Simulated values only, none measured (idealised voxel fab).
The name of this process module is voxel air gaps.
In the cross-section labelled cut, the width is 205 nm and each square cell is 5 nm.
Notation: cross-section as square-cell grid; stated in bands, top first, going down; one or more cell rows per band. Top, bottom (nm), then materials left to right with widths (nm); lone material tagged "edge to edge" fills the whole band edge to edge; "blank" = empty space. Convention: height 0 is the level below which the wafer, as received, is all one material. The lowest band does not terminate at the bottom but continues downward, represented as "0 down". Graded width ("30->40"): value in top row of band = first number; value in bottom row = second number; row-to-row change constant. "nothing changed" for a step: no cell of the cross-section changed in that step. What "Fully enclosed voids" gives you is every empty space of 8 cells or more that is cut off from the top. Each appears as width x height at distance, with the distance taken from the left edge and width, height and distance all in nm. Post-settings text on a step line: simulator's own remark regarding the step. overlay nm: mask right of planned place by this much (step with mask). Neg. = left.

Planned process steps
step 1: RECEIVE with material Si
step 2: CONFORMAL_DEP with material SiO2, thk nm 10
step 3: CONFORMAL_DEP with material SiN, thk nm 5
step 4: DIRECTIONAL_DEP with material SiO2, thk nm 40
step 5: PATTERN with tone open, mask id LINES, material resist, width nm 15, pitch nm 40, thk nm 20, overlay nm 0
step 6: DIRECTIONAL_ETCH with etch materials SiO2, depth nm 40
step 7: STRIP with etch materials resist
step 8: CONFORMAL_DEP with material TiN, thk nm 5
step 9: FILL_DEP with material Cu, thk nm 5
step 10: CMP with height nm 55
step 11: EPI with material Ru, thk nm 10
step 12: SELECTIVE_ETCH with etch materials SiO2, depth nm 50
step 13: CONFORMAL_DEP with material SiN, thk nm 5

First wafer of two (run as planned)

Cross-section, incoming material, after step 1
  0 down: Si edge to edge
  Fully enclosed voids: none

After step 2, in cross-section
  10 to 0: SiO2 edge to edge
  Heights below 0 show no change.

After step 3, in cross-section
  15 to 10: SiN edge to edge
  Heights below 10 show no change.

After step 4, in cross-section
  55 to 15: SiO2 edge to edge
  Heights below 15 show no change.

After step 5, in cross-section
  75 to 55: resist: 55 | blank: 15 | resist: 25 | blank: 15 | resist: 25 | blank: 15 | resist: 55
  Heights below 55 show no change.

After step 6, in cross-section
  75 to 55: resist: 55 | blank: 15 | resist: 25 | blank: 15 | resist: 25 | blank: 15 | resist: 55
  55 to 15: SiO2: 55 | blank: 15 | SiO2: 25 | blank: 15 | SiO2: 25 | blank: 15 | SiO2: 55
  Heights below 15 show no change.

After step 7, in cross-section
  55 to 15: SiO2: 55 | blank: 15 | SiO2: 25 | blank: 15 | SiO2: 25 | blank: 15 | SiO2: 55
  Heights below 15 show no change.

After step 8, in cross-section
  60 to 55: TiN: 60 | blank: 5 | TiN: 35 | blank: 5 | TiN: 35 | blank: 5 | TiN: 60
  55 to 20: SiO2: 55 | TiN: 5 | blank: 5 | TiN: 5 | SiO2: 25 | TiN: 5 | blank: 5 | TiN: 5 | SiO2: 25 | TiN: 5 | blank: 5 | TiN: 5 | SiO2: 55
  20 to 15: SiO2: 55 | TiN: 15 | SiO2: 25 | TiN: 15 | SiO2: 25 | TiN: 15 | SiO2: 55
  Heights below 15 show no change.

After step 9, in cross-section
  65 to 60: Cu edge to edge
  60 to 55: TiN: 60 | Cu: 5 | TiN: 35 | Cu: 5 | TiN: 35 | Cu: 5 | TiN: 60
  55 to 20: SiO2: 55 | TiN: 5 | Cu: 5 | TiN: 5 | SiO2: 25 | TiN: 5 | Cu: 5 | TiN: 5 | SiO2: 25 | TiN: 5 | Cu: 5 | TiN: 5 | SiO2: 55
  Heights below 20 show no change.

After step 10, in cross-section
  55 to 20: SiO2: 55 | TiN: 5 | Cu: 5 | TiN: 5 | SiO2: 25 | TiN: 5 | Cu: 5 | TiN: 5 | SiO2: 25 | TiN: 5 | Cu: 5 | TiN: 5 | SiO2: 55
  Heights below 20 show no change.

After step 11, in cross-section
  65 to 55: blank: 45 | Ru: 35 | blank: 5 | Ru: 35 | blank: 5 | Ru: 35 | blank: 45
  Heights below 55 show no change.

After step 12, in cross-section
  65 to 55: blank: 45 | Ru: 35 | blank: 5 | Ru: 35 | blank: 5 | Ru: 35 | blank: 45
  55 to 20: blank: 55 | TiN: 5 | Cu: 5 | TiN: 5 | blank: 25 | TiN: 5 | Cu: 5 | TiN: 5 | blank: 25 | TiN: 5 | Cu: 5 | TiN: 5 | blank: 55
  20 to 15: blank: 55 | TiN: 15 | blank: 25 | TiN: 15 | blank: 25 | TiN: 15 | blank: 55
  Heights below 15 show no change.

After step 13, in cross-section
  70 to 65: blank: 40 | SiN: 125 | blank: 40
  65 to 55: blank: 40 | SiN: 5 | Ru: 35 | SiN: 5 | Ru: 35 | SiN: 5 | Ru: 35 | SiN: 5 | blank: 40
  55 to 50: blank: 40 | SiN: 15 | TiN: 5 | Cu: 5 | TiN: 5 | SiN: 25 | TiN: 5 | Cu: 5 | TiN: 5 | SiN: 25 | TiN: 5 | Cu: 5 | TiN: 5 | SiN: 15 | blank: 40
  50 to 20: blank: 50 | SiN: 5 | TiN: 5 | Cu: 5 | TiN: 5 | SiN: 5 | blank: 15 | SiN: 5 | TiN: 5 | Cu: 5 | TiN: 5 | SiN: 5 | blank: 15 | SiN: 5 | TiN: 5 | Cu: 5 | TiN: 5 | SiN: 5 | blank: 50
  20 to 15: SiN: 55 | TiN: 15 | SiN: 25 | TiN: 15 | SiN: 25 | TiN: 15 | SiN: 55
  Heights below 15 show no change.
  Fully enclosed voids: 15 x 30 at 75; 15 x 30 at 115

Second wafer - shared start and plan with the first - one error in running - same as the first up to step 10 inclusive

At the planned end of step 11, the second wafer in cross-section
  55 to 20: blank: 55 | TiN: 5 | Cu: 5 | TiN: 5 | blank: 25 | TiN: 5 | Cu: 5 | TiN: 5 | blank: 25 | TiN: 5 | Cu: 5 | TiN: 5 | blank: 55
  20 to 15: blank: 55 | TiN: 15 | blank: 25 | TiN: 15 | blank: 25 | TiN: 15 | blank: 55
  Heights below 15 show no change.

At the planned end of step 12, the second wafer in cross-section
  65 to 55: blank: 45 | Ru: 35 | blank: 5 | Ru: 35 | blank: 5 | Ru: 35 | blank: 45
  55 to 20: blank: 45 | Ru: 10 | TiN: 5 | Cu: 5 | TiN: 5 | Ru: 10 | blank: 5 | Ru: 10 | TiN: 5 | Cu: 5 | TiN: 5 | Ru: 10 | blank: 5 | Ru: 10 | TiN: 5 | Cu: 5 | TiN: 5 | Ru: 10 | blank: 45
  20 to 15: blank: 45 | Ru: 10 | TiN: 15 | Ru: 10 | blank: 5 | Ru: 10 | TiN: 15 | Ru: 10 | blank: 5 | Ru: 10 | TiN: 15 | Ru: 10 | blank: 45
  Heights below 15 show no change.

At the planned end of step 13, the second wafer in cross-section
  70 to 65: blank: 40 | SiN: 125 | blank: 40
  65 to 55: blank: 40 | SiN: 5 | Ru: 35 | SiN: 5 | Ru: 35 | SiN: 5 | Ru: 35 | SiN: 5 | blank: 40
  55 to 20: blank: 40 | SiN: 5 | Ru: 10 | TiN: 5 | Cu: 5 | TiN: 5 | Ru: 10 | SiN: 5 | Ru: 10 | TiN: 5 | Cu: 5 | TiN: 5 | Ru: 10 | SiN: 5 | Ru: 10 | TiN: 5 | Cu: 5 | TiN: 5 | Ru: 10 | SiN: 5 | blank: 40
  20 to 15: SiN: 45 | Ru: 10 | TiN: 15 | Ru: 10 | SiN: 5 | Ru: 10 | TiN: 15 | Ru: 10 | SiN: 5 | Ru: 10 | TiN: 15 | Ru: 10 | SiN: 45
  Heights below 15 show no change.
what went wrong: steps 11 and 12 were swapped
at the end the second wafer has, in cells: 96 more of Ru | 36 fewer of SiN
So at the end we're looking at 2 closed voids on the first wafer and 0 on the second.
